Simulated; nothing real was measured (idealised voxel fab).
Name of the process module below: voxel self aligned vias
The width of the displayed cross-section, cut, is 230 nm; its cells are square, with a size of 5 nm.
How to read a cross-section here: the picture is a grid of square cells, written as bands going from the top down, and any band can span one or more rows of cells.
In this notation a band is specified by the heights of its top and bottom, in that order and in nm, after which its materials appear from left to right, each paired with its width in nm. The word "edge to edge" attached to a single material means that material fills the band from edge to edge; the word "empty" stands for empty space.
Height 0 is the level under which the wafer as received is all one material. The lowest band goes on downwards, as in "0 -> down".
It should be noted that a width expressed as "30->40" varies in equal increments from row to row of cells within the band, taking the value of the first number at the top row and that of the second number at the bottom row.
When a step is marked "no modification", none of the cells in the cross-section changed during that step.
Any empty space of 8 cells or more lacking an open way to the top shows up in "Listed closed voids" as width x height at distance, distance from the left edge, in nm.
Where a step's line continues beyond its settings, the continuation is a remark by the simulator itself on that step.
The optional step-line setting "overlay nm" applies to steps with a mask and quantifies how far to the right of its planned location the mask lay, a negative value indicating leftward placement.
List of planned process steps
1,RECEIVE [material Si]
2,CONFORMAL_DEP [material SiO2] [thk nm 10]
3,CONFORMAL_DEP [material SiCN] [thk nm 5]
4,DIRECTIONAL_DEP [material SiO2] [thk nm 25]
5,PATTERN [tone open] [mask id LINES] [material resist] [width nm 20] [pitch nm 55] [thk nm 20] [overlay nm 0]
6,DIRECTIONAL_ETCH [etch materials SiO2] [depth nm 25]
7,STRIP [etch materials resist]
8,CONFORMAL_DEP [material TiN] [thk nm 5]
9,FILL_DEP [material W] [thk nm 5]
10,CMP [height nm 40]
11,SELECTIVE_ETCH [etch materials W Ru TiN] [depth nm 10]
12,FILL_DEP [material SiN] [thk nm 10]
13,CMP [height nm 40]
14,DIRECTIONAL_DEP [material SiO2] [thk nm 20]
15,DIRECTIONAL_DEP [material aC] [thk nm 15]
16,PATTERN [tone open] [mask id VIAS] [material resist] [width nm 40] [pitch nm 55] [thk nm 30] [overlay nm 0]
17,DIRECTIONAL_ETCH [etch materials aC] [depth nm 15]
18,STRIP [etch materials resist]
19,DIRECTIONAL_ETCH [etch materials SiO2] [depth nm 20]
20,DIRECTIONAL_ETCH [etch materials SiN] [depth nm 10]
21,STRIP [etch materials aC]
22,CONFORMAL_DEP [material TiN] [thk nm 5]
23,FILL_DEP [material Ru] [thk nm 5]
24,CMP [height nm 60]
25,CONFORMAL_DEP [material SiCN] [thk nm 5]
Cross-section, incoming material, after step 1
- 0 -> down  Si edge to edge
- Listed closed voids: none
End-of-module cross-section of the first of two wafers, processed as planned
- 65 -> 60  SiCN edge to edge
- 60 -> 45  65 of SiO2; 5 of TiN; 30 of Ru; 5 of TiN; 15 of SiO2; 5 of TiN; 30 of Ru; 5 of TiN; 70 of SiO2
- 45 -> 35  65->75 of SiO2; 15->5 of TiN; 10 of Ru; 15->5 of TiN; 15->35 of SiO2; 15->5 of TiN; 10 of Ru; 15->5 of TiN; 70->80 of SiO2
- 35 -> 30  75 of SiO2; 20 of TiN; 35 of SiO2; 20 of TiN; 80 of SiO2
- 30 -> 20  75 of SiO2; 5 of TiN; 10 of W; 5 of TiN; 35 of SiO2; 5 of TiN; 10 of W; 5 of TiN; 80 of SiO2
- 20 -> 15  75 of SiO2; 20 of TiN; 35 of SiO2; 20 of TiN; 80 of SiO2
- 15 -> 10  SiCN edge to edge
- 10 -> 0  SiO2 edge to edge
- 0 -> down  Si edge to edge
- Listed closed voids: none
Now the second wafer, cross-sectioned at the end of the module. Nothing different at the start, nothing different in the plan compared with the first, just one mistake when it was actually run
- 65 -> 60  SiCN edge to edge
- 60 -> 45  65 of SiO2; 5 of TiN; 30 of Ru; 5 of TiN; 15 of SiO2; 5 of TiN; 30 of Ru; 5 of TiN; 70 of SiO2
- 45 -> 40  65 of SiO2; 40 of TiN; 15 of SiO2; 40 of TiN; 70 of SiO2
- 40 -> 35  SiCN edge to edge
- 35 -> 0  SiO2 edge to edge
- 0 -> down  Si edge to edge
- Listed closed voids: none
Finding, execution versus plan: the intended sequence of steps 3 and 4 was reversed during processing, with each occupying the position of the other
Final wafer comparison in cells, second versus first, more or fewer per material: Ru: 8 fewer, SiO2: 40 more, TiN: 24 fewer, W: 8 fewer
